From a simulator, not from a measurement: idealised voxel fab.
This section sets out a process module, namely voxel gate over fins.
Cross-section cut spans 255 nm and uses square cells 5 nm in size.
How to read a cross-section here: the picture is a grid of square cells, written as bands going from the top down, and any band can span one or more rows of cells.
This entry defines a band. It first specifies the height of the band's top and the height of its bottom in nm, and then specifies the band's materials from left to right, stating each material with its width in nm. The word "all across" identifies a single material that fills the band from edge to edge, while the word "air" identifies empty space.
Note: height 0 marks the level under which the wafer is uniformly one material as received. Lowest band unbounded below, written "0 down".
The notation "30 to 40" denotes a width that varies across the rows of cells in the band, beginning at the first number in the top row, finishing at the second number in the bottom row, and changing by an identical amount from each row to the next.
The cross-section has no changed cell in any step marked "nothing altered".
Closed-off voids of 8+ cells (no open route to the top) go in "Sealed voids", written width x height at distance from the left edge, in nm.
Step line, after settings: the simulator's comment on this step.
Steps that use a mask can have "overlay nm" on their line. It says how far the mask sat to the right of where it was meant to be. Negative means to the left.

Steps planned for the process:
step 1: RECEIVE,material Si
step 2: CONFORMAL_DEP,material SiN,thk nm 10
step 3: PATTERN,tone cover,mask id FINS,material resist,width nm 15,pitch nm 35,thk nm 15,overlay nm 0
step 4: DIRECTIONAL_ETCH,etch materials SiN,depth nm 10
step 5: DIRECTIONAL_ETCH,etch materials Si,depth nm 30
step 6: STRIP,etch materials resist
step 7: FILL_DEP,material SiO2,thk nm 5
step 8: CMP,height nm 10
step 9: SELECTIVE_ETCH,etch materials SiO2,depth nm 25
step 10: STRIP,etch materials SiN
step 11: CONFORMAL_DEP,material HfO2,thk nm 5
step 12: CONFORMAL_DEP,material TiN,thk nm 5
step 13: CONFORMAL_DEP,material TiAl,thk nm 5
step 14: CONFORMAL_DEP,material TiN,thk nm 5
step 15: FILL_DEP,material W,thk nm 15
step 16: CMP,height nm 30
step 17: CONFORMAL_DEP,material SiN,thk nm 10

The following pertains to the first of two wafers, which was processed as planned:

Wafer at receipt (post step 1), cross-section:
* 0 down: Si all across
* Sealed voids: none

Cross-section of the wafer after step 2:
* 10 to 0: SiN all across
* Beneath the level 0, the cross-section is identical to its previous state.

Cross-section of the wafer after step 3:
* 25 to 10: air (65), resist (15), air (20), resist (15), air (20), resist (15), air (20), resist (15), air (70)
* Beneath the level 10, the cross-section is identical to its previous state.

Cross-section of the wafer after step 4:
* 25 to 10: air (65), resist (15), air (20), resist (15), air (20), resist (15), air (20), resist (15), air (70)
* 10 to 0: air (65), SiN (15), air (20), SiN (15), air (20), SiN (15), air (20), SiN (15), air (70)
* Beneath the level 0, the cross-section is identical to its previous state.

Cross-section of the wafer after step 5:
* 25 to 10: air (65), resist (15), air (20), resist (15), air (20), resist (15), air (20), resist (15), air (70)
* 10 to 0: air (65), SiN (15), air (20), SiN (15), air (20), SiN (15), air (20), SiN (15), air (70)
* 0 to -30: air (65), Si (15), air (20), Si (15), air (20), Si (15), air (20), Si (15), air (70)
* Beneath the level -30, the cross-section is identical to its previous state.

Cross-section of the wafer after step 6:
* 10 to 0: air (65), SiN (15), air (20), SiN (15), air (20), SiN (15), air (20), SiN (15), air (70)
* Beneath the level 0, the cross-section is identical to its previous state.

Cross-section of the wafer after step 7:
* 15 to 10: SiO2 all across
* 10 to 0: SiO2 (65), SiN (15), SiO2 (20), SiN (15), SiO2 (20), SiN (15), SiO2 (20), SiN (15), SiO2 (70)
* 0 to -30: SiO2 (65), Si (15), SiO2 (20), Si (15), SiO2 (20), Si (15), SiO2 (20), Si (15), SiO2 (70)
* Beneath the level -30, the cross-section is identical to its previous state.

Cross-section of the wafer after step 8:
* 10 to 0: SiO2 (65), SiN (15), SiO2 (20), SiN (15), SiO2 (20), SiN (15), SiO2 (20), SiN (15), SiO2 (70)
* Beneath the level 0, the cross-section is identical to its previous state.

Cross-section of the wafer after step 9:
* 10 to 0: air (65), SiN (15), air (20), SiN (15), air (20), SiN (15), air (20), SiN (15), air (70)
* 0 to -15: air (65), Si (15), air (20), Si (15), air (20), Si (15), air (20), Si (15), air (70)
* Beneath the level -15, the cross-section is identical to its previous state.

Cross-section of the wafer after step 10:
* 0 to -15: air (65), Si (15), air (20), Si (15), air (20), Si (15), air (20), Si (15), air (70)
* Beneath the level -15, the cross-section is identical to its previous state.

Cross-section of the wafer after step 11:
* 5 to 0: air (60), HfO2 (25), air (10), HfO2 (25), air (10), HfO2 (25), air (10), HfO2 (25), air (65)
* 0 to -10: air (60), HfO2 (5), Si (15), HfO2 (5), air (10), HfO2 (5), Si (15), HfO2 (5), air (10), HfO2 (5), Si (15), HfO2 (5), air (10), HfO2 (5), Si (15), HfO2 (5), air (65)
* -10 to -15: HfO2 (65), Si (15), HfO2 (20), Si (15), HfO2 (20), Si (15), HfO2 (20), Si (15), HfO2 (70)
* Beneath the level -15, the cross-section is identical to its previous state.

Cross-section of the wafer after step 12:
* 10 to 5: air (55), TiN (140), air (60)
* 5 to 0: air (55), TiN (5), HfO2 (25), TiN (10), HfO2 (25), TiN (10), HfO2 (25), TiN (10), HfO2 (25), TiN (5), air (60)
* 0 to -5: air (55), TiN (5), HfO2 (5), Si (15), HfO2 (5), TiN (10), HfO2 (5), Si (15), HfO2 (5), TiN (10), HfO2 (5), Si (15), HfO2 (5), TiN (10), HfO2 (5), Si (15), HfO2 (5), TiN (5), air (60)
* -5 to -10: TiN (60), HfO2 (5), Si (15), HfO2 (5), TiN (10), HfO2 (5), Si (15), HfO2 (5), TiN (10), HfO2 (5), Si (15), HfO2 (5), TiN (10), HfO2 (5), Si (15), HfO2 (5), TiN (65)
* Beneath the level -10, the cross-section is identical to its previous state.

Cross-section of the wafer after step 13:
* 15 to 10: air (50), TiAl (150), air (55)
* 10 to 5: air (50), TiAl (5), TiN (140), TiAl (5), air (55)
* 5 to 0: air (50), TiAl (5), TiN (5), HfO2 (25), TiN (10), HfO2 (25), TiN (10), HfO2 (25), TiN (10), HfO2 (25), TiN (5), TiAl (5), air (55)
* 0 to -5: TiAl (55), TiN (5), HfO2 (5), Si (15), HfO2 (5), TiN (10), HfO2 (5), Si (15), HfO2 (5), TiN (10), HfO2 (5), Si (15), HfO2 (5), TiN (10), HfO2 (5), Si (15), HfO2 (5), TiN (5), TiAl (60)
* Beneath the level -5, the cross-section is identical to its previous state.

Cross-section of the wafer after step 14:
* 20 to 15: air (45), TiN (160), air (50)
* 15 to 10: air (45), TiN (5), TiAl (150), TiN (5), air (50)
* 10 to 5: air (45), TiN (5), TiAl (5), TiN (140), TiAl (5), TiN (5), air (50)
* 5 to 0: TiN (50), TiAl (5), TiN (5), HfO2 (25), TiN (10), HfO2 (25), TiN (10), HfO2 (25), TiN (10), HfO2 (25), TiN (5), TiAl (5), TiN (55)
* Beneath the level 0, the cross-section is identical to its previous state.

Cross-section of the wafer after step 15:
* 35 to 20: W all across
* 20 to 15: W (45), TiN (160), W (50)
* 15 to 10: W (45), TiN (5), TiAl (150), TiN (5), W (50)
* 10 to 5: W (45), TiN (5), TiAl (5), TiN (140), TiAl (5), TiN (5), W (50)
* Beneath the level 5, the cross-section is identical to its previous state.

Cross-section of the wafer after step 16:
* 30 to 20: W all across
* Beneath the level 20, the cross-section is identical to its previous state.

Cross-section of the wafer after step 17:
* 40 to 30: SiN all across
* Beneath the level 30, the cross-section is identical to its previous state.

Regarding the second of the two wafers: it shared the first wafer's starting condition and process plan, yet one error occurred during its execution. Its history coincides with that of the first wafer up to and including step 4:

Planned end of step 5: second wafer, cross-section:
* 25 to 10: air (65), resist (15), air (20), resist (15), air (20), resist (15), air (20), resist (15), air (70)
* 10 to 0: air (65), SiN (15), air (20), SiN (15), air (20), SiN (15), air (20), SiN (15), air (70)
* 0 to -20: air (65), Si (15), air (20), Si (15), air (20), Si (15), air (20), Si (15), air (70)
* Beneath the level -20, the cross-section is identical to its previous state.

Planned end of step 6: second wafer, cross-section:
* 10 to 0: air (65), SiN (15), air (20), SiN (15), air (20), SiN (15), air (20), SiN (15), air (70)
* Beneath the level 0, the cross-section is identical to its previous state.

Planned end of step 7: second wafer, cross-section:
* 15 to 10: SiO2 all across
* 10 to 0: SiO2 (65), SiN (15), SiO2 (20), SiN (15), SiO2 (20), SiN (15), SiO2 (20), SiN (15), SiO2 (70)
* 0 to -20: SiO2 (65), Si (15), SiO2 (20), Si (15), SiO2 (20), Si (15), SiO2 (20), Si (15), SiO2 (70)
* Beneath the level -20, the cross-section is identical to its previous state.

Planned end of step 8: second wafer, cross-section:
* 10 to 0: SiO2 (65), SiN (15), SiO2 (20), SiN (15), SiO2 (20), SiN (15), SiO2 (20), SiN (15), SiO2 (70)
* Beneath the level 0, the cross-section is identical to its previous state.

Planned end of step 9: second wafer, cross-section:
* 10 to 0: air (65), SiN (15), air (20), SiN (15), air (20), SiN (15), air (20), SiN (15), air (70)
* 0 to -15: air (65), Si (15), air (20), Si (15), air (20), Si (15), air (20), Si (15), air (70)
* Beneath the level -15, the cross-section is identical to its previous state.

Planned end of step 10: second wafer, cross-section:
* 0 to -15: air (65), Si (15), air (20), Si (15), air (20), Si (15), air (20), Si (15), air (70)
* Beneath the level -15, the cross-section is identical to its previous state.

Planned end of step 11: second wafer, cross-section:
* 5 to 0: air (60), HfO2 (25), air (10), HfO2 (25), air (10), HfO2 (25), air (10), HfO2 (25), air (65)
* 0 to -10: air (60), HfO2 (5), Si (15), HfO2 (5), air (10), HfO2 (5), Si (15), HfO2 (5), air (10), HfO2 (5), Si (15), HfO2 (5), air (10), HfO2 (5), Si (15), HfO2 (5), air (65)
* -10 to -15: HfO2 (65), Si (15), HfO2 (20), Si (15), HfO2 (20), Si (15), HfO2 (20), Si (15), HfO2 (70)
* Beneath the level -15, the cross-section is identical to its previous state.

Planned end of step 12: second wafer, cross-section:
* 10 to 5: air (55), TiN (140), air (60)
* 5 to 0: air (55), TiN (5), HfO2 (25), TiN (10), HfO2 (25), TiN (10), HfO2 (25), TiN (10), HfO2 (25), TiN (5), air (60)
* 0 to -5: air (55), TiN (5), HfO2 (5), Si (15), HfO2 (5), TiN (10), HfO2 (5), Si (15), HfO2 (5), TiN (10), HfO2 (5), Si (15), HfO2 (5), TiN (10), HfO2 (5), Si (15), HfO2 (5), TiN (5), air (60)
* -5 to -10: TiN (60), HfO2 (5), Si (15), HfO2 (5), TiN (10), HfO2 (5), Si (15), HfO2 (5), TiN (10), HfO2 (5), Si (15), HfO2 (5), TiN (10), HfO2 (5), Si (15), HfO2 (5), TiN (65)
* Beneath the level -10, the cross-section is identical to its previous state.

Planned end of step 13: second wafer, cross-section:
* 15 to 10: air (50), TiAl (150), air (55)
* 10 to 5: air (50), TiAl (5), TiN (140), TiAl (5), air (55)
* 5 to 0: air (50), TiAl (5), TiN (5), HfO2 (25), TiN (10), HfO2 (25), TiN (10), HfO2 (25), TiN (10), HfO2 (25), TiN (5), TiAl (5), air (55)
* 0 to -5: TiAl (55), TiN (5), HfO2 (5), Si (15), HfO2 (5), TiN (10), HfO2 (5), Si (15), HfO2 (5), TiN (10), HfO2 (5), Si (15), HfO2 (5), TiN (10), HfO2 (5), Si (15), HfO2 (5), TiN (5), TiAl (60)
* Beneath the level -5, the cross-section is identical to its previous state.

Planned end of step 14: second wafer, cross-section:
* 20 to 15: air (45), TiN (160), air (50)
* 15 to 10: air (45), TiN (5), TiAl (150), TiN (5), air (50)
* 10 to 5: air (45), TiN (5), TiAl (5), TiN (140), TiAl (5), TiN (5), air (50)
* 5 to 0: TiN (50), TiAl (5), TiN (5), HfO2 (25), TiN (10), HfO2 (25), TiN (10), HfO2 (25), TiN (10), HfO2 (25), TiN (5), TiAl (5), TiN (55)
* Beneath the level 0, the cross-section is identical to its previous state.

Planned end of step 15: second wafer, cross-section:
* 35 to 20: W all across
* 20 to 15: W (45), TiN (160), W (50)
* 15 to 10: W (45), TiN (5), TiAl (150), TiN (5), W (50)
* 10 to 5: W (45), TiN (5), TiAl (5), TiN (140), TiAl (5), TiN (5), W (50)
* Beneath the level 5, the cross-section is identical to its previous state.

Planned end of step 16: second wafer, cross-section:
* 30 to 20: W all across
* Beneath the level 20, the cross-section is identical to its previous state.

Planned end of step 17: second wafer, cross-section:
* 40 to 30: SiN all across
* Beneath the level 30, the cross-section is identical to its previous state.
Processing error: contrary to plan, step 5 was performed as DIRECTIONAL_ETCH,etch materials Si,depth nm 20
Heads up, by the end the second wafer has more or fewer cells of some materials compared to the first: Si +78 | SiO2 -78
